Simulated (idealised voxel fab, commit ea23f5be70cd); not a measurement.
The name of this process module is voxel self aligned contacts.
It is cross-section cut that appears here, measuring 230 nm in width, its square cells being 5 nm in size.
Cross-section spec: square-cell grid; bands listed top down; each band is one or more rows. Basically the band line says how high the top is and how high the bottom is, in nm, and then what's in it from left to right, every material with its width in nm. Empty space shows up as "blank", and if a single material carries "full width" it runs the full band edge to edge. Below 0: as-received wafer, all one material; heights counted from there. Lowest band: no bottom, goes on down, written "from 0 down". Think of "30 to 40" as a width that walks from the first number to the second as you go down the band, top row to bottom row, taking equal-sized steps from row to row. When a step is marked "no alterations made", none of the cells in the cross-section changed during that step. Enclosed voids (no open way to top), threshold 8 cells or more, entry "Listed closed voids", notation width x height at distance, distance from left edge, nm. Past the settings on a step's line: simulator remark, on that step. "overlay nm" on a masked step: distance the mask lay right of its planned place, negative for left. Reading guide: pairs of cross-sections, before and after one process step; after view cut off at lowest changed band; step and settings listed under each pair. Pairs may stem from different runs of this module on the same starting wafer; continuity with the pair above only where the "Status quo ante" entry states it.
Status quo ante
> from 55 to 30: blank 60, SiN 40, blank 30, SiN 40, blank 60
> from 30 to 5: blank 60, SiN 5, polySi 30, SiN 5, blank 30, SiN 5, polySi 30, SiN 5, blank 60
> from 5 to 0: SiN 65, polySi 30, SiN 40, polySi 30, SiN 65
> from 0 to -5: SiO2 full width
> from -5 down: Si full width
> Listed closed voids: none
Post-Process View
> from 50 to 30: blank 60, SiN 40, blank 30, SiN 40, blank 60
> from 30 to 0: blank 60, SiN 5, polySi 30, SiN 5, blank 30, SiN 5, polySi 30, SiN 5, blank 60
> Below 0 it's all the same as before, nothing changed down there.
> Listed closed voids: none
Step, pre vs post cross-sections above: DIRECTIONAL_ETCH: etch materials SiN, depth nm 5
Status quo ante: the wafer arrives at this step looking as the after cross-section in the pair just above shows it.
Post-Process View
> from 70 to 50: SiO2 full width
> from 50 to 30: SiO2 60, SiN 40, SiO2 30, SiN 40, SiO2 60
> from 30 to 0: SiO2 60, SiN 5, polySi 30, SiN 5, SiO2 30, SiN 5, polySi 30, SiN 5, SiO2 60
> Below 0 it's all the same as before, nothing changed down there.
> Listed closed voids: none
Step, pre vs post cross-sections above: FILL_DEP: material SiO2, thk nm 20
Status quo ante: the wafer arrives at this step looking as the after cross-section in the pair just above shows it.
Post-Process View
> from 60 to 50: SiO2 full width
> Below 50 it's all the same as before, nothing changed down there.
> Listed closed voids: none
Step, pre vs post cross-sections above: CMP: height nm 60
Status quo ante: the wafer arrives at this step looking as the after cross-section in the pair just above shows it.
Post-Process View
> from 60 to 50: SiO2 85, blank 55, SiO2 90
> from 50 to 30: SiO2 60, SiN 40, blank 30, SiN 40, SiO2 60
> from 30 to 0: SiO2 60, SiN 5, polySi 30, SiN 5, blank 30, SiN 5, polySi 30, SiN 5, SiO2 60
> from 0 to -5: SiO2 100, blank 30, SiO2 100
> Below -5 it's all the same as before, nothing changed down there.
> Listed closed voids: none
Step, pre vs post cross-sections above: MASKED_ETCH: tone open, mask id CONTACT, width nm 55, etch materials SiO2, depth nm 65, overlay nm 0
Status quo ante: the wafer arrives at this step looking as the after cross-section in the pair just above shows it.
Post-Process View
> from 65 to 60: TiN 90, blank 45, TiN 95
> from 60 to 50: SiO2 85, TiN 5 to 20, blank 45 to 20, TiN 5 to 15, SiO2 90
> from 50 to 30: SiO2 60, SiN 40, TiN 5, blank 20, TiN 5, SiN 40, SiO2 60
> from 30 to 0: SiO2 60, SiN 5, polySi 30, SiN 5, TiN 5, blank 20, TiN 5, SiN 5, polySi 30, SiN 5, SiO2 60
> from 0 to -5: SiO2 100, TiN 30, SiO2 100
> Below -5 it's all the same as before, nothing changed down there.
> Listed closed voids: none
Step, pre vs post cross-sections above: CONFORMAL_DEP: material TiN, thk nm 5
Status quo ante: the wafer arrives at this step looking as the after cross-section in the pair just above shows it.
Post-Process View
> from 70 to 65: W full width
> from 65 to 60: TiN 90, W 45, TiN 95
> from 60 to 50: SiO2 85, TiN 5 to 20, W 45 to 20, TiN 5 to 15, SiO2 90
> from 50 to 30: SiO2 60, SiN 40, TiN 5, W 20, TiN 5, SiN 40, SiO2 60
> from 30 to 0: SiO2 60, SiN 5, polySi 30, SiN 5, TiN 5, W 20, TiN 5, SiN 5, polySi 30, SiN 5, SiO2 60
> Below 0 it's all the same as before, nothing changed down there.
> Listed closed voids: none
Step, pre vs post cross-sections above: FILL_DEP: material W, thk nm 5
Status quo ante: the wafer arrives at this step looking as the after cross-section in the pair just above shows it.
Post-Process View
> from 60 to 50: SiO2 85, TiN 5 to 20, W 45 to 20, TiN 5 to 15, SiO2 90
> Below 50 it's all the same as before, nothing changed down there.
> Listed closed voids: none
Step, pre vs post cross-sections above: CMP: height nm 60
Status quo ante: the wafer arrives at this step looking as the after cross-section in the pair just above shows it.
Post-Process View
> from 65 to 60: SiN full width
> Below 60 it's all the same as before, nothing changed down there.
> Listed closed voids: none
Step, pre vs post cross-sections above: CONFORMAL_DEP: material SiN, thk nm 5
Status quo ante
> from 60 to 50: SiO2 full width
> from 50 to 30: SiO2 55, SiN 45, SiO2 25, SiN 45, SiO2 60
> from 30 to 0: SiO2 55, SiN 5, polySi 35, SiN 5, SiO2 25, SiN 5, polySi 35, SiN 5, SiO2 60
> from 0 to -5: SiO2 full width
> from -5 down: Si full width
> Listed closed voids: none
Post-Process View
> from 60 to 50: SiO2 75, blank 55, SiO2 100
> from 50 to 30: SiO2 55, SiN 45, blank 25, SiN 45, SiO2 60
> from 30 to 0: SiO2 55, SiN 5, polySi 35, SiN 5, blank 25, SiN 5, polySi 35, SiN 5, SiO2 60
> from 0 to -5: SiO2 100, blank 25, SiO2 105
> Below -5 it's all the same as before, nothing changed down there.
> Listed closed voids: none
Step, pre vs post cross-sections above: MASKED_ETCH: tone open, mask id CONTACT, width nm 55, etch materials SiO2, depth nm 65, overlay nm -10
Status quo ante: the wafer arrives at this step looking as the after cross-section in the pair just above shows it.
Post-Process View
> from 65 to 60: TiN 80, blank 45, TiN 105
> from 60 to 50: SiO2 75, TiN 5 to 30, blank 45 to 15, TiN 5 to 10, SiO2 100
> from 50 to 30: SiO2 55, SiN 45, TiN 5, blank 15, TiN 5, SiN 45, SiO2 60
> from 30 to 0: SiO2 55, SiN 5, polySi 35, SiN 5, TiN 5, blank 15, TiN 5, SiN 5, polySi 35, SiN 5, SiO2 60
> from 0 to -5: SiO2 100, TiN 25, SiO2 105
> Below -5 it's all the same as before, nothing changed down there.
> Listed closed voids: none
Step, pre vs post cross-sections above: CONFORMAL_DEP: material TiN, thk nm 5
Status quo ante: the wafer arrives at this step looking as the after cross-section in the pair just above shows it.
Post-Process View
> from 70 to 65: W full width
> from 65 to 60: TiN 80, W 45, TiN 105
> from 60 to 50: SiO2 75, TiN 5 to 30, W 45 to 15, TiN 5 to 10, SiO2 100
> from 50 to 30: SiO2 55, SiN 45, TiN 5, W 15, TiN 5, SiN 45, SiO2 60
> from 30 to 0: SiO2 55, SiN 5, polySi 35, SiN 5, TiN 5, W 15, TiN 5, SiN 5, polySi 35, SiN 5, SiO2 60
> Below 0 it's all the same as before, nothing changed down there.
> Listed closed voids: none
Step, pre vs post cross-sections above: FILL_DEP: material W, thk nm 5
Status quo ante: the wafer arrives at this step looking as the after cross-section in the pair just above shows it.
Post-Process View
> from 60 to 50: SiO2 75, TiN 5 to 30, W 45 to 15, TiN 5 to 10, SiO2 100
> Below 50 it's all the same as before, nothing changed down there.
> Listed closed voids: none
Step, pre vs post cross-sections above: CMP: height nm 60
Status quo ante: the wafer arrives at this step looking as the after cross-section in the pair just above shows it.
Post-Process View
> from 65 to 60: SiN full width
> Below 60 it's all the same as before, nothing changed down there.
> Listed closed voids: none
Step, pre vs post cross-sections above: CONFORMAL_DEP: material SiN, thk nm 5
Status quo ante
> from 65 to 60: TiN 90, blank 45, TiN 95
> from 60 to 50: SiO2 85, TiN 5 to 20, blank 45 to 15, TiN 5 to 20, SiO2 90
> from 50 to 30: SiO2 55, SiN 45, TiN 5, blank 15, TiN 5, SiN 45, SiO2 60
> from 30 to 0: SiO2 55, SiN 5, polySi 35, SiN 5, TiN 5, blank 15, TiN 5, SiN 5, polySi 35, SiN 5, SiO2 60
> from 0 to -5: SiO2 100, TiN 25, SiO2 105
> from -5 down: Si full width
> Listed closed voids: none
Post-Process View
> from 70 to 65: SiO2 full width
> from 65 to 60: TiN 90, SiO2 45, TiN 95
> from 60 to 50: SiO2 85, TiN 5 to 20, SiO2 45 to 15, TiN 5 to 20, SiO2 90
> from 50 to 30: SiO2 55, SiN 45, TiN 5, SiO2 15, TiN 5, SiN 45, SiO2 60
> from 30 to 0: SiO2 55, SiN 5, polySi 35, SiN 5, TiN 5, SiO2 15, TiN 5, SiN 5, polySi 35, SiN 5, SiO2 60
> Below 0 it's all the same as before, nothing changed down there.
> Listed closed voids: none
Step, pre vs post cross-sections above: FILL_DEP: material SiO2, thk nm 5
Status quo ante: the wafer arrives at this step looking as the after cross-section in the pair just above shows it.
Post-Process View
> from 60 to 50: SiO2 85, TiN 5 to 20, SiO2 45 to 15, TiN 5 to 20, SiO2 90
> Below 50 it's all the same as before, nothing changed down there.
> Listed closed voids: none
Step, pre vs post cross-sections above: CMP: height nm 60
Status quo ante: the wafer arrives at this step looking as the after cross-section in the pair just above shows it.
Post-Process View
> from 65 to 60: SiN full width
> Below 60 it's all the same as before, nothing changed down there.
> Listed closed voids: none
Step, pre vs post cross-sections above: CONFORMAL_DEP: material SiN, thk nm 5
Status quo ante
> from 50 to 30: SiN full width
> from 30 to 0: polySi full width
> from 0 to -5: SiO2 full width
> from -5 down: Si full width
> Listed closed voids: none
Post-Process View
> from 70 to 50: resist 60, blank 35, resist 35, blank 35, resist 65
> Below 50 it's all the same as before, nothing changed down there.
> Listed closed voids: none
Step, pre vs post cross-sections above: PATTERN: tone open, mask id GATE, material resist, width nm 35, pitch nm 70, thk nm 20, overlay nm 0
Status quo ante: the wafer arrives at this step looking as the after cross-section in the pair just above shows it.
Post-Process View
> from 70 to 50: resist 60, blank 35, resist 35, blank 35, resist 65
> from 50 to 30: SiN 60, blank 35, SiN 35, blank 35, SiN 65
> Below 30 it's all the same as before, nothing changed down there.
> Listed closed voids: none
Step, pre vs post cross-sections above: DIRECTIONAL_ETCH: etch materials SiN, depth nm 20
Status quo ante: the wafer arrives at this step looking as the after cross-section in the pair just above shows it.
Post-Process View
> from 70 to 50: resist 60, blank 35, resist 35, blank 35, resist 65
> from 50 to 30: SiN 60, blank 35, SiN 35, blank 35, SiN 65
> from 30 to 0: polySi 60, blank 35, polySi 35, blank 35, polySi 65
> Below 0 it's all the same as before, nothing changed down there.
> Listed closed voids: none
Step, pre vs post cross-sections above: DIRECTIONAL_ETCH: etch materials polySi, depth nm 30
Status quo ante: the wafer arrives at this step looking as the after cross-section in the pair just above shows it.
Post-Process View
> from 50 to 30: SiN 60, blank 35, SiN 35, blank 35, SiN 65
> Below 30 it's all the same as before, nothing changed down there.
> Listed closed voids: none
Step, pre vs post cross-sections above: STRIP: etch materials resist
Status quo ante: the wafer arrives at this step looking as the after cross-section in the pair just above shows it.
Post-Process View
> from 55 to 30: SiN 65, blank 25, SiN 45, blank 25, SiN 70
> from 30 to 5: polySi 60, SiN 5, blank 25, SiN 5, polySi 35, SiN 5, blank 25, SiN 5, polySi 65
> from 5 to 0: polySi 60, SiN 35, polySi 35, SiN 35, polySi 65
> Below 0 it's all the same as before, nothing changed down there.
> Listed closed voids: none
Step, pre vs post cross-sections above: CONFORMAL_DEP: material SiN, thk nm 5
Status quo ante: the wafer arrives at this step looking as the after cross-section in the pair just above shows it.
Post-Process View
> from 50 to 30: SiN 65, blank 25, SiN 45, blank 25, SiN 70
> from 30 to 0: polySi 60, SiN 5, blank 25, SiN 5, polySi 35, SiN 5, blank 25, SiN 5, polySi 65
> Below 0 it's all the same as before, nothing changed down there.
> Listed closed voids: none
Step, pre vs post cross-sections above: DIRECTIONAL_ETCH: etch materials SiN, depth nm 5
Status quo ante: the wafer arrives at this step looking as the after cross-section in the pair just above shows it.
Post-Process View
> from 70 to 50: SiO2 full width
> from 50 to 30: SiN 65, SiO2 25, SiN 45, SiO2 25, SiN 70
> from 30 to 0: polySi 60, SiN 5, SiO2 25, SiN 5, polySi 35, SiN 5, SiO2 25, SiN 5, polySi 65
> Below 0 it's all the same as before, nothing changed down there.
> Listed closed voids: none
Step, pre vs post cross-sections above: FILL_DEP: material SiO2, thk nm 20
Status quo ante: the wafer arrives at this step looking as the after cross-section in the pair just above shows it.
Post-Process View
> from 60 to 50: SiO2 full width
> Below 50 it's all the same as before, nothing changed down there.
> Listed closed voids: none
Step, pre vs post cross-sections above: CMP: height nm 60
Status quo ante: the wafer arrives at this step looking as the after cross-section in the pair just above shows it.
Post-Process View
> from 60 to 50: SiO2 85, blank 55, SiO2 90
> from 50 to 30: SiN 65, SiO2 20, blank 5, SiN 45, blank 5, SiO2 20, SiN 70
> from 30 to 0: polySi 60, SiN 5, SiO2 20, blank 5, SiN 5, polySi 35, SiN 5, blank 5, SiO2 20, SiN 5, polySi 65
> from 0 to -5: SiO2 85, blank 5, SiO2 45, blank 5, SiO2 90
> Below -5 it's all the same as before, nothing changed down there.
> Listed closed voids: none
Step, pre vs post cross-sections above: MASKED_ETCH: tone open, mask id CONTACT, width nm 55, etch materials SiO2, depth nm 65, overlay nm 0
Status quo ante: the wafer arrives at this step looking as the after cross-section in the pair just above shows it.
Post-Process View
> from 65 to 60: TiN 90, blank 45, TiN 95
> from 60 to 55: SiO2 85, TiN 5, blank 45, TiN 5, SiO2 90
> from 55 to 50: SiO2 85, TiN 55, SiO2 90
> from 50 to 30: SiN 65, SiO2 20, TiN 5, SiN 45, TiN 5, SiO2 20, SiN 70
> from 30 to 0: polySi 60, SiN 5, SiO2 20, TiN 5, SiN 5, polySi 35, SiN 5, TiN 5, SiO2 20, SiN 5, polySi 65
> from 0 to -5: SiO2 85, TiN 5, SiO2 45, TiN 5, SiO2 90
> Below -5 it's all the same as before, nothing changed down there.
> Listed closed voids: none
Step, pre vs post cross-sections above: CONFORMAL_DEP: material TiN, thk nm 5
Status quo ante: the wafer arrives at this step looking as the after cross-section in the pair just above shows it.
Post-Process View
> from 70 to 65: W full width
> from 65 to 60: TiN 90, W 45, TiN 95
> from 60 to 55: SiO2 85, TiN 5, W 45, TiN 5, SiO2 90
> Below 55 it's all the same as before, nothing changed down there.
> Listed closed voids: none
Step, pre vs post cross-sections above: FILL_DEP: material W, thk nm 5
Status quo ante: the wafer arrives at this step looking as the after cross-section in the pair just above shows it.
Post-Process View
> from 60 to 55: SiO2 85, TiN 5, W 45, TiN 5, SiO2 90
> Below 55 it's all the same as before, nothing changed down there.
> Listed closed voids: none
Step, pre vs post cross-sections above: CMP: height nm 60
Status quo ante: the wafer arrives at this step looking as the after cross-section in the pair just above shows it.
Post-Process View
> from 65 to 60: SiN full width
> Below 60 it's all the same as before, nothing changed down there.
> Listed closed voids: none
Step, pre vs post cross-sections above: CONFORMAL_DEP: material SiN, thk nm 5
